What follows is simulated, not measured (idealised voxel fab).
The document below concerns the process module designated voxel wiring stack.
Each square cell in cross-section cut measures 5 nm, and the section as a whole is 280 nm wide.
Cross-section, as written here: a square-cell grid given band by band from the top down, where a band holds one or more rows of cells.
Per band: top height and bottom height in nm, followed by the left-to-right materials and their widths in nm; "edge to edge" marks a single material spanning edge to edge, "air" marks empty space.
Heights are expressed relative to 0, this being the level below which the as-received wafer comprises one material exclusively. The lowest band is unbounded in the downward direction and is denoted as in "0 down".
A width such as "30 to 40" changes by the same amount from each row of cells to the next, from the band's top row to its bottom row.
Where the words "remained unchanged" appear for a step, the cross-section shows no cell changed by that step; every cell remained as before.
"Unvented internal voids" means: voids of 8 cells or more that are shut off from the top with no open way through. Written width x height at distance, distance from the left edge, in nm.
after a step's settings: what the simulator itself notes on the step
"overlay nm" denotes, for a step that has a mask, the displacement of the mask to the right of its planned place, with negative values corresponding to the left.
**Process steps - plan**
- 1: RECEIVE, material Si
- 2: CONFORMAL_DEP, material SiO2, thk nm 15
- 3: DIRECTIONAL_DEP, material TiN, thk nm 5
- 4: DIRECTIONAL_DEP, material Ru, thk nm 25
- 5: MASKED_ETCH, tone cover, mask id METAL_1, width nm 20, pitch nm 50, etch materials Ru, depth nm 25, overlay nm 0
- 6: MASKED_ETCH, tone cover, mask id METAL_1, width nm 20, pitch nm 50, etch materials TiN, depth nm 5, overlay nm 0
- 7: CONFORMAL_DEP, material SiCN, thk nm 5
- 8: FILL_DEP, material SiO2, thk nm 5
- 9: CMP, height nm 45
- 10: CONFORMAL_DEP, material SiCN, thk nm 5
- 11: DIRECTIONAL_DEP, material lowk, thk nm 20
- 12: PATTERN, tone open, mask id PLUG_1, material resist, width nm 15, pitch nm 100, thk nm 15, overlay nm 0
- 13: DIRECTIONAL_ETCH, etch materials lowk, depth nm 20
- 14: DIRECTIONAL_ETCH, etch materials SiCN, depth nm 5
- 15: STRIP, etch materials resist
- 16: CONFORMAL_DEP, material TiN, thk nm 5
- 17: FILL_DEP, material W, thk nm 5
- 18: CMP, height nm 70
- 19: DIRECTIONAL_DEP, material TiN, thk nm 5
- 20: DIRECTIONAL_DEP, material Ru, thk nm 20
- 21: DIRECTIONAL_DEP, material aC, thk nm 10
- 22: PATTERN, tone cover, mask id METAL_2, material resist, width nm 20, pitch nm 50, thk nm 30, overlay nm 0
- 23: DIRECTIONAL_ETCH, etch materials aC, depth nm 10
- 24: STRIP, etch materials resist
- 25: DIRECTIONAL_ETCH, etch materials Ru, depth nm 20
- 26: DIRECTIONAL_ETCH, etch materials TiN, depth nm 5
- 27: STRIP, etch materials aC
- 28: CONFORMAL_DEP, material SiN, thk nm 5
- 29: FILL_DEP, material lowk, thk nm 5
- 30: CMP, height nm 95
- 31: CONFORMAL_DEP, material SiCN, thk nm 5
- 32: DIRECTIONAL_DEP, material lowk, thk nm 25
- 33: MASKED_ETCH, tone open, mask id METAL_3_HOLES, width nm 15, pitch nm 100, etch materials lowk, depth nm 25, overlay nm 0
- 34: PATTERN, tone open, mask id METAL_3, material resist, width nm 20, pitch nm 50, thk nm 20, overlay nm 0
- 35: DIRECTIONAL_ETCH, etch materials lowk, depth nm 15
- 36: DIRECTIONAL_ETCH, etch materials SiCN, depth nm 5
- 37: STRIP, etch materials resist
- 38: CONFORMAL_DEP, material TiN, thk nm 5
- 39: FILL_DEP, material Cu, thk nm 5
- 40: CMP, height nm 125
- 41: CONFORMAL_DEP, material SiN, thk nm 5
**Concerning the first of two wafers, which was run in accordance with the plan**
**So this is the incoming wafer in cross-section - it's already been through step 1**
- 0 down | Si edge to edge
- Unvented internal voids: none
**So this is the wafer cross-section right after step 2**
- 15 to 0 | SiO2 edge to edge
- At heights below 0, the structure remains unaltered.
**So this is the wafer cross-section right after step 3**
- 20 to 15 | TiN edge to edge
- At heights below 15, the structure remains unaltered.
**So this is the wafer cross-section right after step 4**
- 45 to 20 | Ru edge to edge
- At heights below 20, the structure remains unaltered.
**So this is the wafer cross-section right after step 5**
- 45 to 20 | air (80) / Ru (20) / air (30) / Ru (20) / air (30) / Ru (20) / air (80)
- At heights below 20, the structure remains unaltered.
**So this is the wafer cross-section right after step 6**
- 45 to 20 | air (80) / Ru (20) / air (30) / Ru (20) / air (30) / Ru (20) / air (80)
- 20 to 15 | air (80) / TiN (20) / air (30) / TiN (20) / air (30) / TiN (20) / air (80)
- At heights below 15, the structure remains unaltered.
**So this is the wafer cross-section right after step 7**
- 50 to 45 | air (75) / SiCN (30) / air (20) / SiCN (30) / air (20) / SiCN (30) / air (75)
- 45 to 20 | air (75) / SiCN (5) / Ru (20) / SiCN (5) / air (20) / SiCN (5) / Ru (20) / SiCN (5) / air (20) / SiCN (5) / Ru (20) / SiCN (5) / air (75)
- 20 to 15 | SiCN (80) / TiN (20) / SiCN (30) / TiN (20) / SiCN (30) / TiN (20) / SiCN (80)
- At heights below 15, the structure remains unaltered.
**So this is the wafer cross-section right after step 8**
- 55 to 50 | SiO2 edge to edge
- 50 to 45 | SiO2 (75) / SiCN (30) / SiO2 (20) / SiCN (30) / SiO2 (20) / SiCN (30) / SiO2 (75)
- 45 to 20 | SiO2 (75) / SiCN (5) / Ru (20) / SiCN (5) / SiO2 (20) / SiCN (5) / Ru (20) / SiCN (5) / SiO2 (20) / SiCN (5) / Ru (20) / SiCN (5) / SiO2 (75)
- At heights below 20, the structure remains unaltered.
**So this is the wafer cross-section right after step 9**
- 45 to 20 | SiO2 (75) / SiCN (5) / Ru (20) / SiCN (5) / SiO2 (20) / SiCN (5) / Ru (20) / SiCN (5) / SiO2 (20) / SiCN (5) / Ru (20) / SiCN (5) / SiO2 (75)
- At heights below 20, the structure remains unaltered.
**So this is the wafer cross-section right after step 10**
- 50 to 45 | SiCN edge to edge
- At heights below 45, the structure remains unaltered.
**So this is the wafer cross-section right after step 11**
- 70 to 50 | lowk edge to edge
- At heights below 50, the structure remains unaltered.
**So this is the wafer cross-section right after step 12**
- 85 to 70 | resist (80) / air (15) / resist (85) / air (15) / resist (85)
- At heights below 70, the structure remains unaltered.
**So this is the wafer cross-section right after step 13**
- 85 to 70 | resist (80) / air (15) / resist (85) / air (15) / resist (85)
- 70 to 50 | lowk (80) / air (15) / lowk (85) / air (15) / lowk (85)
- At heights below 50, the structure remains unaltered.
**So this is the wafer cross-section right after step 14**
- 85 to 70 | resist (80) / air (15) / resist (85) / air (15) / resist (85)
- 70 to 50 | lowk (80) / air (15) / lowk (85) / air (15) / lowk (85)
- 50 to 45 | SiCN (80) / air (15) / SiCN (85) / air (15) / SiCN (85)
- At heights below 45, the structure remains unaltered.
**So this is the wafer cross-section right after step 15**
- 70 to 50 | lowk (80) / air (15) / lowk (85) / air (15) / lowk (85)
- At heights below 50, the structure remains unaltered.
**So this is the wafer cross-section right after step 16**
- 75 to 70 | TiN (85) / air (5) / TiN (95) / air (5) / TiN (90)
- 70 to 50 | lowk (80) / TiN (5) / air (5) / TiN (5) / lowk (85) / TiN (5) / air (5) / TiN (5) / lowk (85)
- 50 to 45 | SiCN (80) / TiN (15) / SiCN (85) / TiN (15) / SiCN (85)
- At heights below 45, the structure remains unaltered.
**So this is the wafer cross-section right after step 17**
- 80 to 75 | W edge to edge
- 75 to 70 | TiN (85) / W (5) / TiN (95) / W (5) / TiN (90)
- 70 to 50 | lowk (80) / TiN (5) / W (5) / TiN (5) / lowk (85) / TiN (5) / W (5) / TiN (5) / lowk (85)
- At heights below 50, the structure remains unaltered.
**So this is the wafer cross-section right after step 18**
- 70 to 50 | lowk (80) / TiN (5) / W (5) / TiN (5) / lowk (85) / TiN (5) / W (5) / TiN (5) / lowk (85)
- At heights below 50, the structure remains unaltered.
**So this is the wafer cross-section right after step 19**
- 75 to 70 | TiN edge to edge
- At heights below 70, the structure remains unaltered.
**So this is the wafer cross-section right after step 20**
- 95 to 75 | Ru edge to edge
- At heights below 75, the structure remains unaltered.
**So this is the wafer cross-section right after step 21**
- 105 to 95 | aC edge to edge
- At heights below 95, the structure remains unaltered.
**So this is the wafer cross-section right after step 22**
- 135 to 105 | air (80) / resist (20) / air (30) / resist (20) / air (30) / resist (20) / air (80)
- At heights below 105, the structure remains unaltered.
**So this is the wafer cross-section right after step 23**
- 125 to 105 | air (80) / resist (20) / air (30) / resist (20) / air (30) / resist (20) / air (80)
- 105 to 95 | air (80) / aC (20) / air (30) / aC (20) / air (30) / aC (20) / air (80)
- At heights below 95, the structure remains unaltered.
**So this is the wafer cross-section right after step 24**
- 105 to 95 | air (80) / aC (20) / air (30) / aC (20) / air (30) / aC (20) / air (80)
- At heights below 95, the structure remains unaltered.
**So this is the wafer cross-section right after step 25**
- 105 to 95 | air (80) / aC (20) / air (30) / aC (20) / air (30) / aC (20) / air (80)
- 95 to 75 | air (80) / Ru (20) / air (30) / Ru (20) / air (30) / Ru (20) / air (80)
- At heights below 75, the structure remains unaltered.
**So this is the wafer cross-section right after step 26**
- 105 to 95 | air (80) / aC (20) / air (30) / aC (20) / air (30) / aC (20) / air (80)
- 95 to 75 | air (80) / Ru (20) / air (30) / Ru (20) / air (30) / Ru (20) / air (80)
- 75 to 70 | air (80) / TiN (20) / air (30) / TiN (20) / air (30) / TiN (20) / air (80)
- At heights below 70, the structure remains unaltered.
**So this is the wafer cross-section right after step 27**
- 95 to 75 | air (80) / Ru (20) / air (30) / Ru (20) / air (30) / Ru (20) / air (80)
- At heights below 75, the structure remains unaltered.
**So this is the wafer cross-section right after step 28**
- 100 to 95 | air (75) / SiN (30) / air (20) / SiN (30) / air (20) / SiN (30) / air (75)
- 95 to 75 | air (75) / SiN (5) / Ru (20) / SiN (5) / air (20) / SiN (5) / Ru (20) / SiN (5) / air (20) / SiN (5) / Ru (20) / SiN (5) / air (75)
- 75 to 70 | SiN (80) / TiN (20) / SiN (30) / TiN (20) / SiN (30) / TiN (20) / SiN (80)
- At heights below 70, the structure remains unaltered.
**So this is the wafer cross-section right after step 29**
- 105 to 100 | lowk edge to edge
- 100 to 95 | lowk (75) / SiN (30) / lowk (20) / SiN (30) / lowk (20) / SiN (30) / lowk (75)
- 95 to 75 | lowk (75) / SiN (5) / Ru (20) / SiN (5) / lowk (20) / SiN (5) / Ru (20) / SiN (5) / lowk (20) / SiN (5) / Ru (20) / SiN (5) / lowk (75)
- At heights below 75, the structure remains unaltered.
**So this is the wafer cross-section right after step 30**
- 95 to 75 | lowk (75) / SiN (5) / Ru (20) / SiN (5) / lowk (20) / SiN (5) / Ru (20) / SiN (5) / lowk (20) / SiN (5) / Ru (20) / SiN (5) / lowk (75)
- At heights below 75, the structure remains unaltered.
**So this is the wafer cross-section right after step 31**
- 100 to 95 | SiCN edge to edge
- At heights below 95, the structure remains unaltered.
**So this is the wafer cross-section right after step 32**
- 125 to 100 | lowk edge to edge
- At heights below 100, the structure remains unaltered.
**So this is the wafer cross-section right after step 33**
- 125 to 100 | lowk (80) / air (15) / lowk (85) / air (15) / lowk (85)
- At heights below 100, the structure remains unaltered.
**So this is the wafer cross-section right after step 34**
- 145 to 125 | resist (80) / air (20) / resist (30) / air (20) / resist (30) / air (20) / resist (80)
- At heights below 125, the structure remains unaltered.
**So this is the wafer cross-section right after step 35**
- 145 to 125 | resist (80) / air (20) / resist (30) / air (20) / resist (30) / air (20) / resist (80)
- 125 to 110 | lowk (80) / air (20) / lowk (30) / air (20) / lowk (30) / air (20) / lowk (80)
- At heights below 110, the structure remains unaltered.
**So this is the wafer cross-section right after step 36**
- 145 to 125 | resist (80) / air (20) / resist (30) / air (20) / resist (30) / air (20) / resist (80)
- 125 to 110 | lowk (80) / air (20) / lowk (30) / air (20) / lowk (30) / air (20) / lowk (80)
- 110 to 100 | lowk (80) / air (15) / lowk (85) / air (15) / lowk (85)
- 100 to 95 | SiCN (80) / air (15) / SiCN (85) / air (15) / SiCN (85)
- At heights below 95, the structure remains unaltered.
**So this is the wafer cross-section right after step 37**
- 125 to 110 | lowk (80) / air (20) / lowk (30) / air (20) / lowk (30) / air (20) / lowk (80)
- At heights below 110, the structure remains unaltered.
**So this is the wafer cross-section right after step 38**
- 130 to 125 | TiN (85) / air (10) / TiN (40) / air (10) / TiN (40) / air (10) / TiN (85)
- 125 to 115 | lowk (80) / TiN (5) / air (10) / TiN (5) / lowk (30) / TiN (5) / air (10) / TiN (5) / lowk (30) / TiN (5) / air (10) / TiN (5) / lowk (80)
- 115 to 110 | lowk (80) / TiN (5) / air (5) / TiN (10) / lowk (30) / TiN (20) / lowk (30) / TiN (5) / air (5) / TiN (10) / lowk (80)
- 110 to 100 | lowk (80) / TiN (5) / air (5) / TiN (5) / lowk (85) / TiN (5) / air (5) / TiN (5) / lowk (85)
- 100 to 95 | SiCN (80) / TiN (15) / SiCN (85) / TiN (15) / SiCN (85)
- At heights below 95, the structure remains unaltered.
**So this is the wafer cross-section right after step 39**
- 135 to 130 | Cu edge to edge
- 130 to 125 | TiN (85) / Cu (10) / TiN (40) / Cu (10) / TiN (40) / Cu (10) / TiN (85)
- 125 to 115 | lowk (80) / TiN (5) / Cu (10) / TiN (5) / lowk (30) / TiN (5) / Cu (10) / TiN (5) / lowk (30) / TiN (5) / Cu (10) / TiN (5) / lowk (80)
- 115 to 110 | lowk (80) / TiN (5) / Cu (5) / TiN (10) / lowk (30) / TiN (20) / lowk (30) / TiN (5) / Cu (5) / TiN (10) / lowk (80)
- 110 to 100 | lowk (80) / TiN (5) / Cu (5) / TiN (5) / lowk (85) / TiN (5) / Cu (5) / TiN (5) / lowk (85)
- At heights below 100, the structure remains unaltered.
**So this is the wafer cross-section right after step 40**
- 125 to 115 | lowk (80) / TiN (5) / Cu (10) / TiN (5) / lowk (30) / TiN (5) / Cu (10) / TiN (5) / lowk (30) / TiN (5) / Cu (10) / TiN (5) / lowk (80)
- At heights below 115, the structure remains unaltered.
**So this is the wafer cross-section right after step 41**
- 130 to 125 | SiN edge to edge
- At heights below 125, the structure remains unaltered.
**Wafer two: like wafer one in start and plan, but with one mistake in execution; identical up to and including step 21**
**Here is the second wafer in cross-section at the point where step 22 of the plan should have been done**
- 135 to 105 | air (85) / resist (15) / air (35) / resist (15) / air (35) / resist (15) / air (80)
- At heights below 105, the structure remains unaltered.
**Here is the second wafer in cross-section at the point where step 23 of the plan should have been done**
- 125 to 105 | air (85) / resist (15) / air (35) / resist (15) / air (35) / resist (15) / air (80)
- 105 to 95 | air (85) / aC (15) / air (35) / aC (15) / air (35) / aC (15) / air (80)
- At heights below 95, the structure remains unaltered.
**Here is the second wafer in cross-section at the point where step 24 of the plan should have been done**
- 105 to 95 | air (85) / aC (15) / air (35) / aC (15) / air (35) / aC (15) / air (80)
- At heights below 95, the structure remains unaltered.
**Here is the second wafer in cross-section at the point where step 25 of the plan should have been done**
- 105 to 95 | air (85) / aC (15) / air (35) / aC (15) / air (35) / aC (15) / air (80)
- 95 to 75 | air (85) / Ru (15) / air (35) / Ru (15) / air (35) / Ru (15) / air (80)
- At heights below 75, the structure remains unaltered.
**Here is the second wafer in cross-section at the point where step 26 of the plan should have been done**
- 105 to 95 | air (85) / aC (15) / air (35) / aC (15) / air (35) / aC (15) / air (80)
- 95 to 75 | air (85) / Ru (15) / air (35) / Ru (15) / air (35) / Ru (15) / air (80)
- 75 to 70 | air (85) / TiN (15) / air (35) / TiN (15) / air (35) / TiN (15) / air (80)
- At heights below 70, the structure remains unaltered.
**Here is the second wafer in cross-section at the point where step 27 of the plan should have been done**
- 95 to 75 | air (85) / Ru (15) / air (35) / Ru (15) / air (35) / Ru (15) / air (80)
- At heights below 75, the structure remains unaltered.
**Here is the second wafer in cross-section at the point where step 28 of the plan should have been done**
- 100 to 95 | air (80) / SiN (25) / air (25) / SiN (25) / air (25) / SiN (25) / air (75)
- 95 to 75 | air (80) / SiN (5) / Ru (15) / SiN (5) / air (25) / SiN (5) / Ru (15) / SiN (5) / air (25) / SiN (5) / Ru (15) / SiN (5) / air (75)
- 75 to 70 | SiN (85) / TiN (15) / SiN (35) / TiN (15) / SiN (35) / TiN (15) / SiN (80)
- At heights below 70, the structure remains unaltered.
**Here is the second wafer in cross-section at the point where step 29 of the plan should have been done**
- 105 to 100 | lowk edge to edge
- 100 to 95 | lowk (80) / SiN (25) / lowk (25) / SiN (25) / lowk (25) / SiN (25) / lowk (75)
- 95 to 75 | lowk (80) / SiN (5) / Ru (15) / SiN (5) / lowk (25) / SiN (5) / Ru (15) / SiN (5) / lowk (25) / SiN (5) / Ru (15) / SiN (5) / lowk (75)
- At heights below 75, the structure remains unaltered.
**Here is the second wafer in cross-section at the point where step 30 of the plan should have been done**
- 95 to 75 | lowk (80) / SiN (5) / Ru (15) / SiN (5) / lowk (25) / SiN (5) / Ru (15) / SiN (5) / lowk (25) / SiN (5) / Ru (15) / SiN (5) / lowk (75)
- At heights below 75, the structure remains unaltered.
**Here is the second wafer in cross-section at the point where step 31 of the plan should have been done**
- 100 to 95 | SiCN edge to edge
- At heights below 95, the structure remains unaltered.
**Here is the second wafer in cross-section at the point where step 32 of the plan should have been done**
- 125 to 100 | lowk edge to edge
- At heights below 100, the structure remains unaltered.
**Here is the second wafer in cross-section at the point where step 33 of the plan should have been done**
- 125 to 100 | lowk (80) / air (15) / lowk (85) / air (15) / lowk (85)
- At heights below 100, the structure remains unaltered.
**Here is the second wafer in cross-section at the point where step 34 of the plan should have been done**
- 145 to 125 | resist (80) / air (20) / resist (30) / air (20) / resist (30) / air (20) / resist (80)
- At heights below 125, the structure remains unaltered.
**Here is the second wafer in cross-section at the point where step 35 of the plan should have been done**
- 145 to 125 | resist (80) / air (20) / resist (30) / air (20) / resist (30) / air (20) / resist (80)
- 125 to 110 | lowk (80) / air (20) / lowk (30) / air (20) / lowk (30) / air (20) / lowk (80)
- At heights below 110, the structure remains unaltered.
**Here is the second wafer in cross-section at the point where step 36 of the plan should have been done**
- 145 to 125 | resist (80) / air (20) / resist (30) / air (20) / resist (30) / air (20) / resist (80)
- 125 to 110 | lowk (80) / air (20) / lowk (30) / air (20) / lowk (30) / air (20) / lowk (80)
- 110 to 100 | lowk (80) / air (15) / lowk (85) / air (15) / lowk (85)
- 100 to 95 | SiCN (80) / air (15) / SiCN (85) / air (15) / SiCN (85)
- At heights below 95, the structure remains unaltered.
**Here is the second wafer in cross-section at the point where step 37 of the plan should have been done**
- 125 to 110 | lowk (80) / air (20) / lowk (30) / air (20) / lowk (30) / air (20) / lowk (80)
- At heights below 110, the structure remains unaltered.
**Here is the second wafer in cross-section at the point where step 38 of the plan should have been done**
- 130 to 125 | TiN (85) / air (10) / TiN (40) / air (10) / TiN (40) / air (10) / TiN (85)
- 125 to 115 | lowk (80) / TiN (5) / air (10) / TiN (5) / lowk (30) / TiN (5) / air (10) / TiN (5) / lowk (30) / TiN (5) / air (10) / TiN (5) / lowk (80)
- 115 to 110 | lowk (80) / TiN (5) / air (5) / TiN (10) / lowk (30) / TiN (20) / lowk (30) / TiN (5) / air (5) / TiN (10) / lowk (80)
- 110 to 100 | lowk (80) / TiN (5) / air (5) / TiN (5) / lowk (85) / TiN (5) / air (5) / TiN (5) / lowk (85)
- 100 to 95 | SiCN (80) / TiN (15) / SiCN (85) / TiN (15) / SiCN (85)
- At heights below 95, the structure remains unaltered.
**Here is the second wafer in cross-section at the point where step 39 of the plan should have been done**
- 135 to 130 | Cu edge to edge
- 130 to 125 | TiN (85) / Cu (10) / TiN (40) / Cu (10) / TiN (40) / Cu (10) / TiN (85)
- 125 to 115 | lowk (80) / TiN (5) / Cu (10) / TiN (5) / lowk (30) / TiN (5) / Cu (10) / TiN (5) / lowk (30) / TiN (5) / Cu (10) / TiN (5) / lowk (80)
- 115 to 110 | lowk (80) / TiN (5) / Cu (5) / TiN (10) / lowk (30) / TiN (20) / lowk (30) / TiN (5) / Cu (5) / TiN (10) / lowk (80)
- 110 to 100 | lowk (80) / TiN (5) / Cu (5) / TiN (5) / lowk (85) / TiN (5) / Cu (5) / TiN (5) / lowk (85)
- At heights below 100, the structure remains unaltered.
**Here is the second wafer in cross-section at the point where step 40 of the plan should have been done**
- 125 to 115 | lowk (80) / TiN (5) / Cu (10) / TiN (5) / lowk (30) / TiN (5) / Cu (10) / TiN (5) / lowk (30) / TiN (5) / Cu (10) / TiN (5) / lowk (80)
- At heights below 115, the structure remains unaltered.
**Here is the second wafer in cross-section at the point where step 41 of the plan should have been done**
- 130 to 125 | SiN edge to edge
- At heights below 125, the structure remains unaltered.
Run error: planned and actual differ for step 22; actual: PATTERN, tone cover, mask id METAL_2, material resist, width nm 15, pitch nm 50, thk nm 30, overlay nm 0
Bottom line after processing is that, in cells, the second wafer is up or down on some materials versus the first: Ru -12, SiN +3, TiN -3, lowk +12
